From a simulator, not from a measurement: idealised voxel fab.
process module | voxel local oxidation
cross-section cut | 295 nm wide | cells 5 nm
A cross-section is a grid of square cells, given in bands from the top down. A band is one or more rows of cells.
Each band's line starts with the height of the band's top and of its bottom, in nm. Then come its materials from left to right, each with its width in nm. One material with "throughout" fills the band from edge to edge. "air" is empty space.
Height 0 is the level under which the wafer as received is all one material. The lowest band goes on downwards, as in "0 down".
A width such as "30 to 40" changes by the same amount from each row of cells to the next, from the band's top row to its bottom row.
"no change" after a step means that no cell of the cross-section changed.
closed voids: empty space of 8 cells or more with no open way to the top, each as width x height at its distance from the left edge, in nm
after a step's settings: what the simulator itself notes on the step
overlay nm, on a step with a mask: how far to the right of its planned place the mask lay; to the left if negative
plan
1 op RECEIVE | material Si
2 op CONFORMAL_DEP | material SiO2 | thk nm 5
3 op CONFORMAL_DEP | material SiN | thk nm 15
4 op PATTERN | tone cover | mask id ACTIVE | material resist | width nm 120 | thk nm 15 | overlay nm 0
5 op DIRECTIONAL_ETCH | etch materials SiN | depth nm 15
6 op STRIP | etch materials resist
7 op SELECTIVE_ETCH | etch materials SiO2 | depth nm 5
8 op OXIDIZE | depth nm 10
9 op STRIP | etch materials SiN
as received, after step 1
  0 down: Si throughout
  closed voids: none
first wafer at the end, as planned
  5 to 0: air 90 | SiO2 110 | air 95
  0 to -10: SiO2 100 | Si 90 | SiO2 105
  -10 down: Si throughout
  closed voids: none
second wafer at the end: like start, like plan, one mistake
  5 to 0: SiO2 80 | air 130 | SiO2 85
  0 to -10: Si 70 | SiO2 150 | Si 75
  -10 down: Si throughout
  closed voids: none
what went wrong: step 4 ran as: op PATTERN | tone open | mask id ACTIVE | material resist | width nm 120 | thk nm 15 | overlay nm 0
at the end the second wafer has, in cells: 22 more of Si | 11 fewer of SiO2
